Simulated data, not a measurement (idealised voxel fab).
process module | voxel self aligned vias
cross-section cut | 165 nm wide | cells 5 nm
A cross-section is a grid of square cells, given in bands from the top down. A band is one or more rows of cells.
Each band's line starts with the height of the band's top and of its bottom, in nm. Then come its materials from left to right, each with its width in nm. One material with "throughout" fills the band from edge to edge. "air" is empty space.
Height 0 is the level under which the wafer as received is all one material. The lowest band goes on downwards, as in "0 down".
A width such as "30 to 40" changes by the same amount from each row of cells to the next, from the band's top row to its bottom row.
"no change" after a step means that no cell of the cross-section changed.
closed voids: empty space of 8 cells or more with no open way to the top, each as width x height at its distance from the left edge, in nm
after a step's settings: what the simulator itself notes on the step
overlay nm, on a step with a mask: how far to the right of its planned place the mask lay; to the left if negative
plan
1 op RECEIVE | material Si
2 op CONFORMAL_DEP | material SiO2 | thk nm 15
3 op CONFORMAL_DEP | material SiCN | thk nm 5
4 op DIRECTIONAL_DEP | material SiO2 | thk nm 30
5 op PATTERN | tone open | mask id LINES | material resist | width nm 25 | pitch nm 75 | thk nm 20 | overlay nm 0
6 op DIRECTIONAL_ETCH | etch materials SiO2 | depth nm 30
7 op STRIP | etch materials resist
8 op CONFORMAL_DEP | material TiN | thk nm 5
9 op FILL_DEP | material Ru | thk nm 5
10 op CMP | height nm 50
11 op SELECTIVE_ETCH | etch materials W Ru TiN | depth nm 5
12 op FILL_DEP | material SiN | thk nm 5
13 op CMP | height nm 50
14 op DIRECTIONAL_DEP | material SiO2 | thk nm 20
15 op PATTERN | tone open | mask id VIAS | material resist | width nm 45 | pitch nm 75 | thk nm 20 | overlay nm 0
16 op DIRECTIONAL_ETCH | etch materials SiO2 | depth nm 20
17 op DIRECTIONAL_ETCH | etch materials SiN | depth nm 5
18 op STRIP | etch materials resist
19 op CONFORMAL_DEP | material TiN | thk nm 5
20 op FILL_DEP | material Cu | thk nm 10
21 op CMP | height nm 70
22 op CONFORMAL_DEP | material SiN | thk nm 5
first wafer, as planned
as received, after step 1
  0 down: Si throughout
  closed voids: none
after step 2
  15 to 0: SiO2 throughout
  below 0: unchanged
after step 3
  20 to 15: SiCN throughout
  below 15: unchanged
after step 4
  50 to 20: SiO2 throughout
  below 20: unchanged
after step 5
  70 to 50: resist 30 | air 25 | resist 50 | air 25 | resist 35
  below 50: unchanged
after step 6
  70 to 50: resist 30 | air 25 | resist 50 | air 25 | resist 35
  50 to 20: SiO2 30 | air 25 | SiO2 50 | air 25 | SiO2 35
  below 20: unchanged
after step 7
  50 to 20: SiO2 30 | air 25 | SiO2 50 | air 25 | SiO2 35
  below 20: unchanged
after step 8
  55 to 50: TiN 35 | air 15 | TiN 60 | air 15 | TiN 40
  50 to 25: SiO2 30 | TiN 5 | air 15 | TiN 5 | SiO2 50 | TiN 5 | air 15 | TiN 5 | SiO2 35
  25 to 20: SiO2 30 | TiN 25 | SiO2 50 | TiN 25 | SiO2 35
  below 20: unchanged
after step 9
  60 to 55: Ru throughout
  55 to 50: TiN 35 | Ru 15 | TiN 60 | Ru 15 | TiN 40
  50 to 25: SiO2 30 | TiN 5 | Ru 15 | TiN 5 | SiO2 50 | TiN 5 | Ru 15 | TiN 5 | SiO2 35
  below 25: unchanged
after step 10
  50 to 25: SiO2 30 | TiN 5 | Ru 15 | TiN 5 | SiO2 50 | TiN 5 | Ru 15 | TiN 5 | SiO2 35
  below 25: unchanged
after step 11
  50 to 45: SiO2 30 | air 25 | SiO2 50 | air 25 | SiO2 35
  below 45: unchanged
after step 12
  55 to 50: SiN throughout
  50 to 45: SiO2 30 | SiN 25 | SiO2 50 | SiN 25 | SiO2 35
  below 45: unchanged
after step 13
  50 to 45: SiO2 30 | SiN 25 | SiO2 50 | SiN 25 | SiO2 35
  below 45: unchanged
after step 14
  70 to 50: SiO2 throughout
  below 50: unchanged
after step 15
  90 to 70: resist 20 | air 45 | resist 30 | air 45 | resist 25
  below 70: unchanged
after step 16
  90 to 70: resist 20 | air 45 | resist 30 | air 45 | resist 25
  70 to 50: SiO2 20 | air 45 | SiO2 30 | air 45 | SiO2 25
  below 50: unchanged
after step 17
  90 to 70: resist 20 | air 45 | resist 30 | air 45 | resist 25
  70 to 50: SiO2 20 | air 45 | SiO2 30 | air 45 | SiO2 25
  50 to 45: SiO2 30 | air 25 | SiO2 50 | air 25 | SiO2 35
  below 45: unchanged
after step 18
  70 to 50: SiO2 20 | air 45 | SiO2 30 | air 45 | SiO2 25
  below 50: unchanged
after step 19
  75 to 70: TiN 25 | air 35 | TiN 40 | air 35 | TiN 30
  70 to 55: SiO2 20 | TiN 5 | air 35 | TiN 5 | SiO2 30 | TiN 5 | air 35 | TiN 5 | SiO2 25
  55 to 50: SiO2 20 | TiN 15 | air 15 | TiN 15 | SiO2 30 | TiN 15 | air 15 | TiN 15 | SiO2 25
  50 to 45: SiO2 30 | TiN 25 | SiO2 50 | TiN 25 | SiO2 35
  below 45: unchanged
after step 20
  85 to 75: Cu throughout
  75 to 70: TiN 25 | Cu 35 | TiN 40 | Cu 35 | TiN 30
  70 to 55: SiO2 20 | TiN 5 | Cu 35 | TiN 5 | SiO2 30 | TiN 5 | Cu 35 | TiN 5 | SiO2 25
  55 to 50: SiO2 20 | TiN 15 | Cu 15 | TiN 15 | SiO2 30 | TiN 15 | Cu 15 | TiN 15 | SiO2 25
  below 50: unchanged
after step 21
  70 to 55: SiO2 20 | TiN 5 | Cu 35 | TiN 5 | SiO2 30 | TiN 5 | Cu 35 | TiN 5 | SiO2 25
  below 55: unchanged
after step 22
  75 to 70: SiN throughout
  below 70: unchanged
second wafer: like start, like plan, one mistake. Through step 14 it matches the first wafer
when step 15 should have ended
  90 to 70: resist 30 | air 45 | resist 30 | air 45 | resist 15
  below 70: unchanged
when step 16 should have ended
  90 to 70: resist 30 | air 45 | resist 30 | air 45 | resist 15
  70 to 50: SiO2 30 | air 45 | SiO2 30 | air 45 | SiO2 15
  below 50: unchanged
when step 17 should have ended
  90 to 70: resist 30 | air 45 | resist 30 | air 45 | resist 15
  70 to 50: SiO2 30 | air 45 | SiO2 30 | air 45 | SiO2 15
  50 to 45: SiO2 30 | air 25 | SiO2 50 | air 25 | SiO2 35
  below 45: unchanged
when step 18 should have ended
  70 to 50: SiO2 30 | air 45 | SiO2 30 | air 45 | SiO2 15
  below 50: unchanged
when step 19 should have ended
  75 to 70: TiN 35 | air 35 | TiN 40 | air 35 | TiN 20
  70 to 55: SiO2 30 | TiN 5 | air 35 | TiN 5 | SiO2 30 | TiN 5 | air 35 | TiN 5 | SiO2 15
  55 to 50: SiO2 30 | TiN 5 | air 15 | TiN 25 | SiO2 30 | TiN 5 | air 15 | TiN 25 | SiO2 15
  50 to 45: SiO2 30 | TiN 25 | SiO2 50 | TiN 25 | SiO2 35
  below 45: unchanged
when step 20 should have ended
  85 to 75: Cu throughout
  75 to 70: TiN 35 | Cu 35 | TiN 40 | Cu 35 | TiN 20
  70 to 55: SiO2 30 | TiN 5 | Cu 35 | TiN 5 | SiO2 30 | TiN 5 | Cu 35 | TiN 5 | SiO2 15
  55 to 50: SiO2 30 | TiN 5 | Cu 15 | TiN 25 | SiO2 30 | TiN 5 | Cu 15 | TiN 25 | SiO2 15
  below 50: unchanged
when step 21 should have ended
  70 to 55: SiO2 30 | TiN 5 | Cu 35 | TiN 5 | SiO2 30 | TiN 5 | Cu 35 | TiN 5 | SiO2 15
  below 55: unchanged
when step 22 should have ended
  75 to 70: SiN throughout
  below 70: unchanged
what went wrong: step 15 ran as: op PATTERN | tone open | mask id VIAS | material resist | width nm 45 | pitch nm 75 | thk nm 20 | overlay nm 10
at the end the second wafer has, in cells: as many of each material as the first, in other places
